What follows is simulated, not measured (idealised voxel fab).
Process module under the name voxel self aligned contacts
205 nm wide, 5 nm square cells: that's cross-section cut.
Cross-section layout: square cells on a grid; listed as bands, top to bottom; a band spans one or more cell rows. Basically the band line says how high the top is and how high the bottom is, in nm, and then what's in it from left to right, every material with its width in nm. Empty space shows up as "empty", and if a single material carries "everywhere" it runs the full band edge to edge. Basically, 0 is our baseline, since under it the wafer straight out of the box is all one material. The bottom band has no lower end and keeps on going down, so it looks like "from 0 down". Read "30->40" as a graded width: first number on top, second number at the bottom, same change between each pair of neighbouring rows. Take "nothing changed" at face value: in the step it is given for, the cross-section changed in none of its cells. Empty spaces counting at least 8 cells and having no open way to the top are listed in "Sealed-off cavities". The notation width x height at distance is used for each, the distance being from the left edge and all three values in nm. after a step's settings: what the simulator itself notes on the step. The line of a step may include "overlay nm". On a step with a mask, this value is how far to the right of its planned place the mask lay. A negative value means the mask lay to the left.
SO HERE'S THE LINEUP OF PROCESS STEPS WE PLANNED
1. RECEIVE | material Si
2. CONFORMAL_DEP | material SiO2 | thk nm 5
3. DIRECTIONAL_DEP | material polySi | thk nm 20
4. DIRECTIONAL_DEP | material SiN | thk nm 20
5. MASKED_ETCH | tone cover | mask id GATE | width nm 25 | pitch nm 50 | etch materials SiN | depth nm 20 | overlay nm 0
6. MASKED_ETCH | tone cover | mask id GATE | width nm 25 | pitch nm 50 | etch materials polySi | depth nm 20 | overlay nm 0
7. CONFORMAL_DEP | material SiN | thk nm 5
8. DIRECTIONAL_ETCH | etch materials SiN | depth nm 5
9. FILL_DEP | material SiO2 | thk nm 15
10. CMP | height nm 50
11. PATTERN | tone open | mask id CONTACT | material resist | width nm 35 | pitch nm 50 | thk nm 15 | overlay nm 0
12. DIRECTIONAL_ETCH | etch materials SiO2 | depth nm 50
13. STRIP | etch materials resist
14. CONFORMAL_DEP | material TiN | thk nm 5
15. FILL_DEP | material W | thk nm 10
16. CMP | height nm 50
17. CONFORMAL_DEP | material SiCN | thk nm 5
FIRST WAFER, TWO IN TOTAL, RUN AS PLANNED
SHOWN IN CROSS-SECTION IS THE WAFER AS RECEIVED, THAT IS, AS IT STANDS AFTER STEP 1
from 0 down | Si everywhere
Sealed-off cavities: none
WAFER XSEC, POST STEP 2
from 5 to 0 | SiO2 everywhere
Below 0 it's all the same as before, nothing changed down there.
WAFER XSEC, POST STEP 3
from 25 to 5 | polySi everywhere
Below 5 it's all the same as before, nothing changed down there.
WAFER XSEC, POST STEP 4
from 45 to 25 | SiN everywhere
Below 25 it's all the same as before, nothing changed down there.
WAFER XSEC, POST STEP 5
from 45 to 25 | empty 40 nm; SiN 25 nm; empty 25 nm; SiN 25 nm; empty 25 nm; SiN 25 nm; empty 40 nm
Below 25 it's all the same as before, nothing changed down there.
WAFER XSEC, POST STEP 6
from 45 to 25 | empty 40 nm; SiN 25 nm; empty 25 nm; SiN 25 nm; empty 25 nm; SiN 25 nm; empty 40 nm
from 25 to 5 | empty 40 nm; polySi 25 nm; empty 25 nm; polySi 25 nm; empty 25 nm; polySi 25 nm; empty 40 nm
Below 5 it's all the same as before, nothing changed down there.
WAFER XSEC, POST STEP 7
from 50 to 25 | empty 35 nm; SiN 35 nm; empty 15 nm; SiN 35 nm; empty 15 nm; SiN 35 nm; empty 35 nm
from 25 to 10 | empty 35 nm; SiN 5 nm; polySi 25 nm; SiN 5 nm; empty 15 nm; SiN 5 nm; polySi 25 nm; SiN 5 nm; empty 15 nm; SiN 5 nm; polySi 25 nm; SiN 5 nm; empty 35 nm
from 10 to 5 | SiN 40 nm; polySi 25 nm; SiN 25 nm; polySi 25 nm; SiN 25 nm; polySi 25 nm; SiN 40 nm
Below 5 it's all the same as before, nothing changed down there.
WAFER XSEC, POST STEP 8
from 45 to 25 | empty 35 nm; SiN 35 nm; empty 15 nm; SiN 35 nm; empty 15 nm; SiN 35 nm; empty 35 nm
from 25 to 5 | empty 35 nm; SiN 5 nm; polySi 25 nm; SiN 5 nm; empty 15 nm; SiN 5 nm; polySi 25 nm; SiN 5 nm; empty 15 nm; SiN 5 nm; polySi 25 nm; SiN 5 nm; empty 35 nm
Below 5 it's all the same as before, nothing changed down there.
WAFER XSEC, POST STEP 9
from 60 to 45 | SiO2 everywhere
from 45 to 25 | SiO2 35 nm; SiN 35 nm; SiO2 15 nm; SiN 35 nm; SiO2 15 nm; SiN 35 nm; SiO2 35 nm
from 25 to 5 | SiO2 35 nm; SiN 5 nm; polySi 25 nm; SiN 5 nm; SiO2 15 nm; SiN 5 nm; polySi 25 nm; SiN 5 nm; SiO2 15 nm; SiN 5 nm; polySi 25 nm; SiN 5 nm; SiO2 35 nm
Below 5 it's all the same as before, nothing changed down there.
WAFER XSEC, POST STEP 10
from 50 to 45 | SiO2 everywhere
Below 45 it's all the same as before, nothing changed down there.
WAFER XSEC, POST STEP 11
from 65 to 50 | resist 60 nm; empty 35 nm; resist 15 nm; empty 35 nm; resist 60 nm
Below 50 it's all the same as before, nothing changed down there.
WAFER XSEC, POST STEP 12
from 65 to 50 | resist 60 nm; empty 35 nm; resist 15 nm; empty 35 nm; resist 60 nm
from 50 to 45 | SiO2 60 nm; empty 35 nm; SiO2 15 nm; empty 35 nm; SiO2 60 nm
from 45 to 25 | SiO2 35 nm; SiN 35 nm; empty 15 nm; SiN 35 nm; empty 15 nm; SiN 35 nm; SiO2 35 nm
from 25 to 5 | SiO2 35 nm; SiN 5 nm; polySi 25 nm; SiN 5 nm; empty 15 nm; SiN 5 nm; polySi 25 nm; SiN 5 nm; empty 15 nm; SiN 5 nm; polySi 25 nm; SiN 5 nm; SiO2 35 nm
from 5 to 0 | SiO2 70 nm; empty 15 nm; SiO2 35 nm; empty 15 nm; SiO2 70 nm
Below 0 it's all the same as before, nothing changed down there.
WAFER XSEC, POST STEP 13
from 50 to 45 | SiO2 60 nm; empty 35 nm; SiO2 15 nm; empty 35 nm; SiO2 60 nm
Below 45 it's all the same as before, nothing changed down there.
WAFER XSEC, POST STEP 14
from 55 to 50 | TiN 65 nm; empty 25 nm; TiN 25 nm; empty 25 nm; TiN 65 nm
from 50 to 45 | SiO2 60 nm; TiN 15 nm; empty 5 nm; TiN 15 nm; SiO2 15 nm; TiN 15 nm; empty 5 nm; TiN 15 nm; SiO2 60 nm
from 45 to 25 | SiO2 35 nm; SiN 35 nm; TiN 5 nm; empty 5 nm; TiN 5 nm; SiN 35 nm; TiN 5 nm; empty 5 nm; TiN 5 nm; SiN 35 nm; SiO2 35 nm
from 25 to 5 | SiO2 35 nm; SiN 5 nm; polySi 25 nm; SiN 5 nm; TiN 5 nm; empty 5 nm; TiN 5 nm; SiN 5 nm; polySi 25 nm; SiN 5 nm; TiN 5 nm; empty 5 nm; TiN 5 nm; SiN 5 nm; polySi 25 nm; SiN 5 nm; SiO2 35 nm
from 5 to 0 | SiO2 70 nm; TiN 15 nm; SiO2 35 nm; TiN 15 nm; SiO2 70 nm
Below 0 it's all the same as before, nothing changed down there.
WAFER XSEC, POST STEP 15
from 65 to 55 | W everywhere
from 55 to 50 | TiN 65 nm; W 25 nm; TiN 25 nm; W 25 nm; TiN 65 nm
from 50 to 45 | SiO2 60 nm; TiN 15 nm; W 5 nm; TiN 15 nm; SiO2 15 nm; TiN 15 nm; W 5 nm; TiN 15 nm; SiO2 60 nm
from 45 to 25 | SiO2 35 nm; SiN 35 nm; TiN 5 nm; W 5 nm; TiN 5 nm; SiN 35 nm; TiN 5 nm; W 5 nm; TiN 5 nm; SiN 35 nm; SiO2 35 nm
from 25 to 5 | SiO2 35 nm; SiN 5 nm; polySi 25 nm; SiN 5 nm; TiN 5 nm; W 5 nm; TiN 5 nm; SiN 5 nm; polySi 25 nm; SiN 5 nm; TiN 5 nm; W 5 nm; TiN 5 nm; SiN 5 nm; polySi 25 nm; SiN 5 nm; SiO2 35 nm
Below 5 it's all the same as before, nothing changed down there.
WAFER XSEC, POST STEP 16
from 50 to 45 | SiO2 60 nm; TiN 15 nm; W 5 nm; TiN 15 nm; SiO2 15 nm; TiN 15 nm; W 5 nm; TiN 15 nm; SiO2 60 nm
Below 45 it's all the same as before, nothing changed down there.
WAFER XSEC, POST STEP 17
from 55 to 50 | SiCN everywhere
Below 50 it's all the same as before, nothing changed down there.
SECOND WAFER: LIKE START, LIKE PLAN, ONE MISTAKE. THROUGH STEP 3 IT MATCHES THE FIRST WAFER
LOOK AT THE SECOND WAFER IN CROSS-SECTION AT THE TIME STEP 4 OUGHT TO HAVE FINISHED
from 65 to 25 | SiN everywhere
Below 25 it's all the same as before, nothing changed down there.
LOOK AT THE SECOND WAFER IN CROSS-SECTION AT THE TIME STEP 5 OUGHT TO HAVE FINISHED
from 65 to 45 | empty 40 nm; SiN 25 nm; empty 25 nm; SiN 25 nm; empty 25 nm; SiN 25 nm; empty 40 nm
Below 45 it's all the same as before, nothing changed down there.
Look at the second wafer in cross-section at the time step 6 ought to have finished: nothing changed
LOOK AT THE SECOND WAFER IN CROSS-SECTION AT THE TIME STEP 7 OUGHT TO HAVE FINISHED
from 70 to 50 | empty 35 nm; SiN 35 nm; empty 15 nm; SiN 35 nm; empty 15 nm; SiN 35 nm; empty 35 nm
from 50 to 25 | SiN everywhere
Below 25 it's all the same as before, nothing changed down there.
LOOK AT THE SECOND WAFER IN CROSS-SECTION AT THE TIME STEP 8 OUGHT TO HAVE FINISHED
from 65 to 45 | empty 35 nm; SiN 35 nm; empty 15 nm; SiN 35 nm; empty 15 nm; SiN 35 nm; empty 35 nm
Below 45 it's all the same as before, nothing changed down there.
LOOK AT THE SECOND WAFER IN CROSS-SECTION AT THE TIME STEP 9 OUGHT TO HAVE FINISHED
from 80 to 65 | SiO2 everywhere
from 65 to 45 | SiO2 35 nm; SiN 35 nm; SiO2 15 nm; SiN 35 nm; SiO2 15 nm; SiN 35 nm; SiO2 35 nm
Below 45 it's all the same as before, nothing changed down there.
LOOK AT THE SECOND WAFER IN CROSS-SECTION AT THE TIME STEP 10 OUGHT TO HAVE FINISHED
from 50 to 45 | SiO2 35 nm; SiN 35 nm; SiO2 15 nm; SiN 35 nm; SiO2 15 nm; SiN 35 nm; SiO2 35 nm
Below 45 it's all the same as before, nothing changed down there.
LOOK AT THE SECOND WAFER IN CROSS-SECTION AT THE TIME STEP 11 OUGHT TO HAVE FINISHED
from 65 to 50 | resist 60 nm; empty 35 nm; resist 15 nm; empty 35 nm; resist 60 nm
Below 50 it's all the same as before, nothing changed down there.
LOOK AT THE SECOND WAFER IN CROSS-SECTION AT THE TIME STEP 12 OUGHT TO HAVE FINISHED
from 65 to 50 | resist 60 nm; empty 35 nm; resist 15 nm; empty 35 nm; resist 60 nm
from 50 to 45 | SiO2 35 nm; SiN 35 nm; empty 15 nm; SiN 35 nm; empty 15 nm; SiN 35 nm; SiO2 35 nm
Below 45 it's all the same as before, nothing changed down there.
LOOK AT THE SECOND WAFER IN CROSS-SECTION AT THE TIME STEP 13 OUGHT TO HAVE FINISHED
from 50 to 45 | SiO2 35 nm; SiN 35 nm; empty 15 nm; SiN 35 nm; empty 15 nm; SiN 35 nm; SiO2 35 nm
Below 45 it's all the same as before, nothing changed down there.
LOOK AT THE SECOND WAFER IN CROSS-SECTION AT THE TIME STEP 14 OUGHT TO HAVE FINISHED
from 55 to 50 | TiN 75 nm; empty 5 nm; TiN 45 nm; empty 5 nm; TiN 75 nm
from 50 to 45 | SiO2 35 nm; SiN 35 nm; TiN 15 nm; SiN 35 nm; TiN 15 nm; SiN 35 nm; SiO2 35 nm
Below 45 it's all the same as before, nothing changed down there.
LOOK AT THE SECOND WAFER IN CROSS-SECTION AT THE TIME STEP 15 OUGHT TO HAVE FINISHED
from 65 to 55 | W everywhere
from 55 to 50 | TiN 75 nm; W 5 nm; TiN 45 nm; W 5 nm; TiN 75 nm
Below 50 it's all the same as before, nothing changed down there.
LOOK AT THE SECOND WAFER IN CROSS-SECTION AT THE TIME STEP 16 OUGHT TO HAVE FINISHED
from 50 to 45 | SiO2 35 nm; SiN 35 nm; TiN 15 nm; SiN 35 nm; TiN 15 nm; SiN 35 nm; SiO2 35 nm
Below 45 it's all the same as before, nothing changed down there.
LOOK AT THE SECOND WAFER IN CROSS-SECTION AT THE TIME STEP 17 OUGHT TO HAVE FINISHED
from 55 to 50 | SiCN everywhere
Below 50 it's all the same as before, nothing changed down there.
Deviation noted in wafer processing: the plan had its step 4 run twice
Materials where the second wafer ends with more or fewer cells than the first: SiN: 77 more | SiO2: 119 fewer | TiN: 44 fewer | W: 18 fewer | polySi: 104 more
